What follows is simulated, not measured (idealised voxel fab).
process module | voxel released beams
cross-section cut | 210 nm wide | cells 5 nm
A cross-section is a grid of square cells, given in bands from the top down. A band is one or more rows of cells.
Each band's line starts with the height of the band's top and of its bottom, in nm. Then come its materials from left to right, each with its width in nm. One material with "throughout" fills the band from edge to edge. "air" is empty space.
Height 0 is the level under which the wafer as received is all one material. The lowest band goes on downwards, as in "0 down".
A width such as "30 to 40" changes by the same amount from each row of cells to the next, from the band's top row to its bottom row.
"no change" after a step means that no cell of the cross-section changed.
closed voids: empty space of 8 cells or more with no open way to the top, each as width x height at its distance from the left edge, in nm
after a step's settings: what the simulator itself notes on the step
overlay nm, on a step with a mask: how far to the right of its planned place the mask lay; to the left if negative
plan
1 op RECEIVE | material Si
2 op CONFORMAL_DEP | material SiN | thk nm 10
3 op DIRECTIONAL_DEP | material SiO2 | thk nm 10
4 op PATTERN | tone open | mask id ANCHOR | material resist | width nm 45 | thk nm 20 | overlay nm 0
5 op DIRECTIONAL_ETCH | etch materials SiO2 | depth nm 10
6 op STRIP | etch materials resist
7 op CONFORMAL_DEP | material W | thk nm 15
8 op PATTERN | tone cover | mask id BEAM | material resist | width nm 115 | thk nm 15 | overlay nm 0
9 op DIRECTIONAL_ETCH | etch materials W | depth nm 15
10 op STRIP | etch materials resist
11 op STRIP | etch materials SiO2
first wafer, as planned
as received, after step 1
  0 down: Si throughout
  closed voids: none
after step 2
  10 to 0: SiN throughout
  below 0: unchanged
after step 3
  20 to 10: SiO2 throughout
  below 10: unchanged
after step 4
  40 to 20: resist 50 | air 45 | resist 115
  below 20: unchanged
after step 5
  40 to 20: resist 50 | air 45 | resist 115
  20 to 10: SiO2 50 | air 45 | SiO2 115
  below 10: unchanged
after step 6
  20 to 10: SiO2 50 | air 45 | SiO2 115
  below 10: unchanged
after step 7
  35 to 25: W 65 | air 15 | W 130
  25 to 20: W throughout
  20 to 10: SiO2 50 | W 45 | SiO2 115
  below 10: unchanged
after step 8
  50 to 35: air 45 | resist 115 | air 50
  35 to 25: W 65 | resist 15 | W 130
  below 25: unchanged
after step 9
  50 to 35: air 45 | resist 115 | air 50
  35 to 25: air 45 | W 20 | resist 15 | W 80 | air 50
  25 to 20: air 45 | W 115 | air 50
  below 20: unchanged
after step 10
  35 to 25: air 45 | W 20 | air 15 | W 80 | air 50
  below 25: unchanged
after step 11
  35 to 25: air 45 | W 20 | air 15 | W 80 | air 50
  25 to 20: air 45 | W 115 | air 50
  20 to 10: air 50 | W 45 | air 115
  below 10: unchanged
second wafer: like start, like plan, one mistake. Through step 2 it matches the first wafer
when step 3 should have ended
  20 to 0: SiN throughout
  below 0: unchanged
when step 4 should have ended
  40 to 20: resist 50 | air 45 | resist 115
  below 20: unchanged
when step 5 should have ended: no change
when step 6 should have ended
  20 to 0: SiN throughout
  below 0: unchanged
when step 7 should have ended
  35 to 20: W throughout
  below 20: unchanged
when step 8 should have ended
  50 to 35: air 45 | resist 115 | air 50
  below 35: unchanged
when step 9 should have ended
  50 to 35: air 45 | resist 115 | air 50
  35 to 20: air 45 | W 115 | air 50
  below 20: unchanged
when step 10 should have ended
  35 to 20: air 45 | W 115 | air 50
  below 20: unchanged
when step 11 should have ended: no change
what went wrong: step 3 ran as: op DIRECTIONAL_DEP | material SiN | thk nm 10
at the end the second wafer has, in cells: 84 more of SiN | 12 fewer of W
